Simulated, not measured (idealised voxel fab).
Process module name: voxel gate over fins
Section shown: cut. Width: 220 nm. Cell size: 5 nm, square.
Each cross-section below is a grid of square cells, stated as bands in top-down order, with one or more rows of cells making up each band.
A band entry consists of two parts. The first gives the height of the band's top and the height of its bottom, in nm. The rest lists the band's materials from left to right, each with its width in nm. A single material labelled with the word "edge to edge" fills the band from edge to edge, and the word "empty" marks empty space.
Beneath 0, the wafer as received is one material, and that level is where height counting begins. The lowest band goes on downward without a bottom; it is written like "0..down".
Read "30->40" as a graded width: first number on top, second number at the bottom, same change between each pair of neighbouring rows.
Where the words "remained unchanged" appear for a step, the cross-section shows no cell changed by that step; every cell remained as before.
Empty spaces without an open route to the top, at least 8 cells in extent, make up the entry "Unvented voids"; each is given as width x height at distance, where the distance is measured from the left edge, and all are in nm.
Text after the settings on a step's line: the simulator's own remark on that step.
overlay nm: where the mask lay relative to plan, measured to the right, on steps with a mask; negatives go left.

The following list gives the planned process steps
1,op RECEIVE | material Si
2,op CONFORMAL_DEP | material SiN | thk nm 10
3,op PATTERN | tone cover | mask id FINS | material resist | width nm 15 | pitch nm 55 | thk nm 15 | overlay nm 0
4,op DIRECTIONAL_ETCH | etch materials SiN | depth nm 10
5,op DIRECTIONAL_ETCH | etch materials Si | depth nm 30
6,op STRIP | etch materials resist
7,op FILL_DEP | material SiO2 | thk nm 5
8,op CMP | height nm 10
9,op PATTERN | tone open | mask id RAIL | material resist | width nm 15 | thk nm 20 | overlay nm 0
10,op DIRECTIONAL_ETCH | etch materials SiO2 | depth nm 35
11,op STRIP | etch materials resist
12,op CONFORMAL_DEP | material TiN | thk nm 5
13,op FILL_DEP | material W | thk nm 5
14,op CMP | height nm 10
15,op SELECTIVE_ETCH | etch materials W Ru TiN | depth nm 30
16,op FILL_DEP | material SiO2 | thk nm 5
17,op CMP | height nm 10
18,op SELECTIVE_ETCH | etch materials SiO2 | depth nm 20
19,op STRIP | etch materials SiN
20,op CONFORMAL_DEP | material HfO2 | thk nm 5
21,op CONFORMAL_DEP | material TiN | thk nm 5
22,op FILL_DEP | material W | thk nm 15
23,op CMP | height nm 20
24,op CONFORMAL_DEP | material SiCN | thk nm 10

The first wafer of two, processed as planned

Cross-section of the incoming wafer, state after step 1
- 0..down  Si edge to edge
- Unvented voids: none

State of the wafer after step 2, shown in cross-section
- 10..0  SiN edge to edge
- Heights below 0 show no change.

State of the wafer after step 3, shown in cross-section
- 25..10  45 nm empty  15 nm resist  40 nm empty  15 nm resist  40 nm empty  15 nm resist  50 nm empty
- Heights below 10 show no change.

State of the wafer after step 4, shown in cross-section
- 25..10  45 nm empty  15 nm resist  40 nm empty  15 nm resist  40 nm empty  15 nm resist  50 nm empty
- 10..0  45 nm empty  15 nm SiN  40 nm empty  15 nm SiN  40 nm empty  15 nm SiN  50 nm empty
- Heights below 0 show no change.

State of the wafer after step 5, shown in cross-section
- 25..10  45 nm empty  15 nm resist  40 nm empty  15 nm resist  40 nm empty  15 nm resist  50 nm empty
- 10..0  45 nm empty  15 nm SiN  40 nm empty  15 nm SiN  40 nm empty  15 nm SiN  50 nm empty
- 0..-30  45 nm empty  15 nm Si  40 nm empty  15 nm Si  40 nm empty  15 nm Si  50 nm empty
- Heights below -30 show no change.

State of the wafer after step 6, shown in cross-section
- 10..0  45 nm empty  15 nm SiN  40 nm empty  15 nm SiN  40 nm empty  15 nm SiN  50 nm empty
- Heights below 0 show no change.

State of the wafer after step 7, shown in cross-section
- 15..10  SiO2 edge to edge
- 10..0  45 nm SiO2  15 nm SiN  40 nm SiO2  15 nm SiN  40 nm SiO2  15 nm SiN  50 nm SiO2
- 0..-30  45 nm SiO2  15 nm Si  40 nm SiO2  15 nm Si  40 nm SiO2  15 nm Si  50 nm SiO2
- Heights below -30 show no change.

State of the wafer after step 8, shown in cross-section
- 10..0  45 nm SiO2  15 nm SiN  40 nm SiO2  15 nm SiN  40 nm SiO2  15 nm SiN  50 nm SiO2
- Heights below 0 show no change.

State of the wafer after step 9, shown in cross-section
- 30..10  70 nm resist  15 nm empty  135 nm resist
- Heights below 10 show no change.

State of the wafer after step 10, shown in cross-section
- 30..10  70 nm resist  15 nm empty  135 nm resist
- 10..0  45 nm SiO2  15 nm SiN  10 nm SiO2  15 nm empty  15 nm SiO2  15 nm SiN  40 nm SiO2  15 nm SiN  50 nm SiO2
- 0..-25  45 nm SiO2  15 nm Si  10 nm SiO2  15 nm empty  15 nm SiO2  15 nm Si  40 nm SiO2  15 nm Si  50 nm SiO2
- Heights below -25 show no change.

State of the wafer after step 11, shown in cross-section
- 10..0  45 nm SiO2  15 nm SiN  10 nm SiO2  15 nm empty  15 nm SiO2  15 nm SiN  40 nm SiO2  15 nm SiN  50 nm SiO2
- Heights below 0 show no change.

State of the wafer after step 12, shown in cross-section
- 15..10  75 nm TiN  5 nm empty  140 nm TiN
- 10..0  45 nm SiO2  15 nm SiN  10 nm SiO2  5 nm TiN  5 nm empty  5 nm TiN  15 nm SiO2  15 nm SiN  40 nm SiO2  15 nm SiN  50 nm SiO2
- 0..-20  45 nm SiO2  15 nm Si  10 nm SiO2  5 nm TiN  5 nm empty  5 nm TiN  15 nm SiO2  15 nm Si  40 nm SiO2  15 nm Si  50 nm SiO2
- -20..-25  45 nm SiO2  15 nm Si  10 nm SiO2  15 nm TiN  15 nm SiO2  15 nm Si  40 nm SiO2  15 nm Si  50 nm SiO2
- Heights below -25 show no change.

State of the wafer after step 13, shown in cross-section
- 20..15  W edge to edge
- 15..10  75 nm TiN  5 nm W  140 nm TiN
- 10..0  45 nm SiO2  15 nm SiN  10 nm SiO2  5 nm TiN  5 nm W  5 nm TiN  15 nm SiO2  15 nm SiN  40 nm SiO2  15 nm SiN  50 nm SiO2
- 0..-20  45 nm SiO2  15 nm Si  10 nm SiO2  5 nm TiN  5 nm W  5 nm TiN  15 nm SiO2  15 nm Si  40 nm SiO2  15 nm Si  50 nm SiO2
- Heights below -20 show no change.

State of the wafer after step 14, shown in cross-section
- 10..0  45 nm SiO2  15 nm SiN  10 nm SiO2  5 nm TiN  5 nm W  5 nm TiN  15 nm SiO2  15 nm SiN  40 nm SiO2  15 nm SiN  50 nm SiO2
- Heights below 0 show no change.

State of the wafer after step 15, shown in cross-section
- 10..0  45 nm SiO2  15 nm SiN  10 nm SiO2  15 nm empty  15 nm SiO2  15 nm SiN  40 nm SiO2  15 nm SiN  50 nm SiO2
- 0..-20  45 nm SiO2  15 nm Si  10 nm SiO2  15 nm empty  15 nm SiO2  15 nm Si  40 nm SiO2  15 nm Si  50 nm SiO2
- Heights below -20 show no change.

State of the wafer after step 16, shown in cross-section
- 15..10  SiO2 edge to edge
- 10..0  45 nm SiO2  15 nm SiN  40 nm SiO2  15 nm SiN  40 nm SiO2  15 nm SiN  50 nm SiO2
- 0..-20  45 nm SiO2  15 nm Si  40 nm SiO2  15 nm Si  40 nm SiO2  15 nm Si  50 nm SiO2
- Heights below -20 show no change.

State of the wafer after step 17, shown in cross-section
- 10..0  45 nm SiO2  15 nm SiN  40 nm SiO2  15 nm SiN  40 nm SiO2  15 nm SiN  50 nm SiO2
- Heights below 0 show no change.

State of the wafer after step 18, shown in cross-section
- 10..0  45 nm empty  15 nm SiN  40 nm empty  15 nm SiN  40 nm empty  15 nm SiN  50 nm empty
- 0..-10  45 nm empty  15 nm Si  40 nm empty  15 nm Si  40 nm empty  15 nm Si  50 nm empty
- Heights below -10 show no change.

State of the wafer after step 19, shown in cross-section
- 0..-10  45 nm empty  15 nm Si  40 nm empty  15 nm Si  40 nm empty  15 nm Si  50 nm empty
- Heights below -10 show no change.

State of the wafer after step 20, shown in cross-section
- 5..0  40 nm empty  25 nm HfO2  30 nm empty  25 nm HfO2  30 nm empty  25 nm HfO2  45 nm empty
- 0..-5  40 nm empty  5 nm HfO2  15 nm Si  5 nm HfO2  30 nm empty  5 nm HfO2  15 nm Si  5 nm HfO2  30 nm empty  5 nm HfO2  15 nm Si  5 nm HfO2  45 nm empty
- -5..-10  45 nm HfO2  15 nm Si  40 nm HfO2  15 nm Si  40 nm HfO2  15 nm Si  50 nm HfO2
- Heights below -10 show no change.

State of the wafer after step 21, shown in cross-section
- 10..5  35 nm empty  35 nm TiN  20 nm empty  35 nm TiN  20 nm empty  35 nm TiN  40 nm empty
- 5..0  35 nm empty  5 nm TiN  25 nm HfO2  5 nm TiN  20 nm empty  5 nm TiN  25 nm HfO2  5 nm TiN  20 nm empty  5 nm TiN  25 nm HfO2  5 nm TiN  40 nm empty
- 0..-5  40 nm TiN  5 nm HfO2  15 nm Si  5 nm HfO2  30 nm TiN  5 nm HfO2  15 nm Si  5 nm HfO2  30 nm TiN  5 nm HfO2  15 nm Si  5 nm HfO2  45 nm TiN
- Heights below -5 show no change.

State of the wafer after step 22, shown in cross-section
- 25..10  W edge to edge
- 10..5  35 nm W  35 nm TiN  20 nm W  35 nm TiN  20 nm W  35 nm TiN  40 nm W
- 5..0  35 nm W  5 nm TiN  25 nm HfO2  5 nm TiN  20 nm W  5 nm TiN  25 nm HfO2  5 nm TiN  20 nm W  5 nm TiN  25 nm HfO2  5 nm TiN  40 nm W
- Heights below 0 show no change.

State of the wafer after step 23, shown in cross-section
- 20..10  W edge to edge
- Heights below 10 show no change.

State of the wafer after step 24, shown in cross-section
- 30..20  SiCN edge to edge
- Heights below 20 show no change.

It is to be noted that the second wafer proceeded from the same initial state and according to the same plan as the first, although one mistake was committed in its execution; through step 8, inclusive, the two wafers share an identical history

Cross-section of the second wafer when, according to plan, step 9 should have finished
- 30..10  70 nm empty  15 nm resist  135 nm empty
- Heights below 10 show no change.

Cross-section of the second wafer when, according to plan, step 10 should have finished
- 30..10  70 nm empty  15 nm resist  135 nm empty
- 10..0  45 nm empty  15 nm SiN  10 nm empty  15 nm SiO2  15 nm empty  15 nm SiN  40 nm empty  15 nm SiN  50 nm empty
- 0..-25  45 nm empty  15 nm Si  10 nm empty  15 nm SiO2  15 nm empty  15 nm Si  40 nm empty  15 nm Si  50 nm empty
- Heights below -25 show no change.

Cross-section of the second wafer when, according to plan, step 11 should have finished
- 10..0  45 nm empty  15 nm SiN  10 nm empty  15 nm SiO2  15 nm empty  15 nm SiN  40 nm empty  15 nm SiN  50 nm empty
- Heights below 0 show no change.

Cross-section of the second wafer when, according to plan, step 12 should have finished
- 15..10  40 nm empty  50 nm TiN  5 nm empty  25 nm TiN  30 nm empty  25 nm TiN  45 nm empty
- 10..0  40 nm empty  5 nm TiN  15 nm SiN  10 nm TiN  15 nm SiO2  5 nm TiN  5 nm empty  5 nm TiN  15 nm SiN  5 nm TiN  30 nm empty  5 nm TiN  15 nm SiN  5 nm TiN  45 nm empty
- 0..-20  40 nm empty  5 nm TiN  15 nm Si  10 nm TiN  15 nm SiO2  5 nm TiN  5 nm empty  5 nm TiN  15 nm Si  5 nm TiN  30 nm empty  5 nm TiN  15 nm Si  5 nm TiN  45 nm empty
- -20..-25  45 nm TiN  15 nm Si  10 nm TiN  15 nm SiO2  15 nm TiN  15 nm Si  40 nm TiN  15 nm Si  50 nm TiN
- Heights below -25 show no change.

Cross-section of the second wafer when, according to plan, step 13 should have finished
- 20..15  W edge to edge
- 15..10  40 nm W  50 nm TiN  5 nm W  25 nm TiN  30 nm W  25 nm TiN  45 nm W
- 10..0  40 nm W  5 nm TiN  15 nm SiN  10 nm TiN  15 nm SiO2  5 nm TiN  5 nm W  5 nm TiN  15 nm SiN  5 nm TiN  30 nm W  5 nm TiN  15 nm SiN  5 nm TiN  45 nm W
- 0..-20  40 nm W  5 nm TiN  15 nm Si  10 nm TiN  15 nm SiO2  5 nm TiN  5 nm W  5 nm TiN  15 nm Si  5 nm TiN  30 nm W  5 nm TiN  15 nm Si  5 nm TiN  45 nm W
- Heights below -20 show no change.

Cross-section of the second wafer when, according to plan, step 14 should have finished
- 10..0  40 nm W  5 nm TiN  15 nm SiN  10 nm TiN  15 nm SiO2  5 nm TiN  5 nm W  5 nm TiN  15 nm SiN  5 nm TiN  30 nm W  5 nm TiN  15 nm SiN  5 nm TiN  45 nm W
- Heights below 0 show no change.

Cross-section of the second wafer when, according to plan, step 15 should have finished
- 10..0  45 nm empty  15 nm SiN  10 nm empty  15 nm SiO2  15 nm empty  15 nm SiN  40 nm empty  15 nm SiN  50 nm empty
- 0..-20  45 nm empty  15 nm Si  10 nm empty  15 nm SiO2  15 nm empty  15 nm Si  40 nm empty  15 nm Si  50 nm empty
- Heights below -20 show no change.

Cross-section of the second wafer when, according to plan, step 16 should have finished
- 15..10  SiO2 edge to edge
- 10..0  45 nm SiO2  15 nm SiN  40 nm SiO2  15 nm SiN  40 nm SiO2  15 nm SiN  50 nm SiO2
- 0..-20  45 nm SiO2  15 nm Si  40 nm SiO2  15 nm Si  40 nm SiO2  15 nm Si  50 nm SiO2
- Heights below -20 show no change.

Cross-section of the second wafer when, according to plan, step 17 should have finished
- 10..0  45 nm SiO2  15 nm SiN  40 nm SiO2  15 nm SiN  40 nm SiO2  15 nm SiN  50 nm SiO2
- Heights below 0 show no change.

Cross-section of the second wafer when, according to plan, step 18 should have finished
- 10..0  45 nm empty  15 nm SiN  40 nm empty  15 nm SiN  40 nm empty  15 nm SiN  50 nm empty
- 0..-10  45 nm empty  15 nm Si  40 nm empty  15 nm Si  40 nm empty  15 nm Si  50 nm empty
- Heights below -10 show no change.

Cross-section of the second wafer when, according to plan, step 19 should have finished
- 0..-10  45 nm empty  15 nm Si  40 nm empty  15 nm Si  40 nm empty  15 nm Si  50 nm empty
- Heights below -10 show no change.

Cross-section of the second wafer when, according to plan, step 20 should have finished
- 5..0  40 nm empty  25 nm HfO2  30 nm empty  25 nm HfO2  30 nm empty  25 nm HfO2  45 nm empty
- 0..-5  40 nm empty  5 nm HfO2  15 nm Si  5 nm HfO2  30 nm empty  5 nm HfO2  15 nm Si  5 nm HfO2  30 nm empty  5 nm HfO2  15 nm Si  5 nm HfO2  45 nm empty
- -5..-10  45 nm HfO2  15 nm Si  40 nm HfO2  15 nm Si  40 nm HfO2  15 nm Si  50 nm HfO2
- Heights below -10 show no change.

Cross-section of the second wafer when, according to plan, step 21 should have finished
- 10..5  35 nm empty  35 nm TiN  20 nm empty  35 nm TiN  20 nm empty  35 nm TiN  40 nm empty
- 5..0  35 nm empty  5 nm TiN  25 nm HfO2  5 nm TiN  20 nm empty  5 nm TiN  25 nm HfO2  5 nm TiN  20 nm empty  5 nm TiN  25 nm HfO2  5 nm TiN  40 nm empty
- 0..-5  40 nm TiN  5 nm HfO2  15 nm Si  5 nm HfO2  30 nm TiN  5 nm HfO2  15 nm Si  5 nm HfO2  30 nm TiN  5 nm HfO2  15 nm Si  5 nm HfO2  45 nm TiN
- Heights below -5 show no change.

Cross-section of the second wafer when, according to plan, step 22 should have finished
- 25..10  W edge to edge
- 10..5  35 nm W  35 nm TiN  20 nm W  35 nm TiN  20 nm W  35 nm TiN  40 nm W
- 5..0  35 nm W  5 nm TiN  25 nm HfO2  5 nm TiN  20 nm W  5 nm TiN  25 nm HfO2  5 nm TiN  20 nm W  5 nm TiN  25 nm HfO2  5 nm TiN  40 nm W
- Heights below 0 show no change.

Cross-section of the second wafer when, according to plan, step 23 should have finished
- 20..10  W edge to edge
- Heights below 10 show no change.

Cross-section of the second wafer when, according to plan, step 24 should have finished
- 30..20  SiCN edge to edge
- Heights below 20 show no change.
Finding, execution versus plan: step 9: run off-plan, actual operation and settings op PATTERN | tone cover | mask id RAIL | material resist | width nm 15 | thk nm 20 | overlay nm 0
FYI, end of process, the second wafer has more or fewer cells of some materials than the first: SiO2: 29 fewer; TiN: 29 more
